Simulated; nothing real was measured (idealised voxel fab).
The process module presented herein is designated voxel air gaps.
Cross-sectional view cut (width: 225 nm; square cell size: 5 nm).
Cross-section layout: square cells on a grid; listed as bands, top to bottom; a band spans one or more cell rows.
Quick guide to a band line: top height, bottom height (nm) up front; then every material left to right with its width in nm. Only one material and it's marked "everywhere"? Then it fills the band edge to edge. And "empty" just means empty space.
Heights are expressed relative to 0, this being the level below which the as-received wafer comprises one material exclusively. The lowest band is unbounded in the downward direction and is denoted as in "0 nm and below".
Top row gets the first number, bottom row gets the second, and each row in between changes by the same step: that is how a band width like "30->40" works.
"no alteration" (step): cross-section cells unchanged, all of them.
Under "Fully enclosed voids" you'll find the enclosed gaps, the ones with no way out to the top, that are 8 cells or bigger; each reads width x height at distance, with distance counted from the left edge, everything in nm.
Step line, after settings: the simulator's comment on this step.
What "overlay nm" on a step's line means: if the step has a mask, that mask lay this far to the right of its planned place, or, when the value is negative, to the left.
List of planned process steps
1) RECEIVE: material Si
2) CONFORMAL_DEP: material SiO2, thk nm 15
3) CONFORMAL_DEP: material SiN, thk nm 5
4) DIRECTIONAL_DEP: material lowk, thk nm 30
5) DIRECTIONAL_DEP: material aC, thk nm 10
6) PATTERN: tone open, mask id LINES, material resist, width nm 15, pitch nm 40, thk nm 25, overlay nm 0
7) DIRECTIONAL_ETCH: etch materials aC, depth nm 10
8) STRIP: etch materials resist
9) DIRECTIONAL_ETCH: etch materials lowk, depth nm 30
10) STRIP: etch materials aC
11) CONFORMAL_DEP: material TiN, thk nm 5
12) FILL_DEP: material W, thk nm 10
13) CMP: height nm 50
14) EPI: material Ru, thk nm 10
15) SELECTIVE_ETCH: etch materials lowk, depth nm 40
16) CONFORMAL_DEP: material SiCN, thk nm 5
Cross-sectional view of the wafer in its as-received condition, corresponding to the state after step 1
  0 nm and below  Si everywhere
  Fully enclosed voids: none
End-of-module XS, first of two wafers, run as planned
  65 nm to 60 nm  30 of empty / 165 of SiCN / 30 of empty
  60 nm to 50 nm  30 of empty / 5 of SiCN / 35 of Ru / 5 of SiCN / 35 of Ru / 5 of SiCN / 35 of Ru / 5 of SiCN / 35 of Ru / 5 of SiCN / 30 of empty
  50 nm to 45 nm  30 of empty / 15 of SiCN / 5 of TiN / 5 of W / 5 of TiN / 25 of SiCN / 5 of TiN / 5 of W / 5 of TiN / 25 of SiCN / 5 of TiN / 5 of W / 5 of TiN / 25 of SiCN / 5 of TiN / 5 of W / 5 of TiN / 15 of SiCN / 30 of empty
  45 nm to 25 nm  40 of empty / 5 of SiCN / 5 of TiN / 5 of W / 5 of TiN / 5 of SiCN / 15 of empty / 5 of SiCN / 5 of TiN / 5 of W / 5 of TiN / 5 of SiCN / 15 of empty / 5 of SiCN / 5 of TiN / 5 of W / 5 of TiN / 5 of SiCN / 15 of empty / 5 of SiCN / 5 of TiN / 5 of W / 5 of TiN / 5 of SiCN / 40 of empty
  25 nm to 20 nm  45 of SiCN / 15 of TiN / 25 of SiCN / 15 of TiN / 25 of SiCN / 15 of TiN / 25 of SiCN / 15 of TiN / 45 of SiCN
  20 nm to 15 nm  SiN everywhere
  15 nm to 0 nm  SiO2 everywhere
  0 nm and below  Si everywhere
  Fully enclosed voids: 15 x 20 at 65; 15 x 20 at 105; 15 x 20 at 145
Second of two wafers, module complete, sectioned: it shares the first wafer's start and plan but was run with one mistake
  65 nm to 60 nm  30 of empty / 165 of SiCN / 30 of empty
  60 nm to 50 nm  30 of empty / 5 of SiCN / 35 of Ru / 5 of SiCN / 35 of Ru / 5 of SiCN / 35 of Ru / 5 of SiCN / 35 of Ru / 5 of SiCN / 30 of empty
  50 nm to 45 nm  30 of empty / 15 of SiCN / 5 of TiN / 5 of W / 5 of TiN / 25 of SiCN / 5 of TiN / 5 of W / 5 of TiN / 25 of SiCN / 5 of TiN / 5 of W / 5 of TiN / 25 of SiCN / 5 of TiN / 5 of W / 5 of TiN / 15 of SiCN / 30 of empty
  45 nm to 25 nm  40 of empty / 5 of SiCN / 5 of TiN / 5 of W / 5 of TiN / 5 of SiCN / 15 of empty / 5 of SiCN / 5 of TiN / 5 of W / 5 of TiN / 5 of SiCN / 15 of empty / 5 of SiCN / 5 of TiN / 5 of W / 5 of TiN / 5 of SiCN / 15 of empty / 5 of SiCN / 5 of TiN / 5 of W / 5 of TiN / 5 of SiCN / 40 of empty
  25 nm to 20 nm  45 of SiCN / 15 of TiN / 25 of SiCN / 15 of TiN / 25 of SiCN / 15 of TiN / 25 of SiCN / 15 of TiN / 45 of SiCN
  20 nm to 5 nm  SiO2 everywhere
  5 nm to 0 nm  SiN everywhere
  0 nm and below  Si everywhere
  Fully enclosed voids: 15 x 20 at 65; 15 x 20 at 105; 15 x 20 at 145
Processing error: step 2 ran in the slot meant for step 3, and vice versa
Cell counts per material: same on both final wafers. Positions: different.
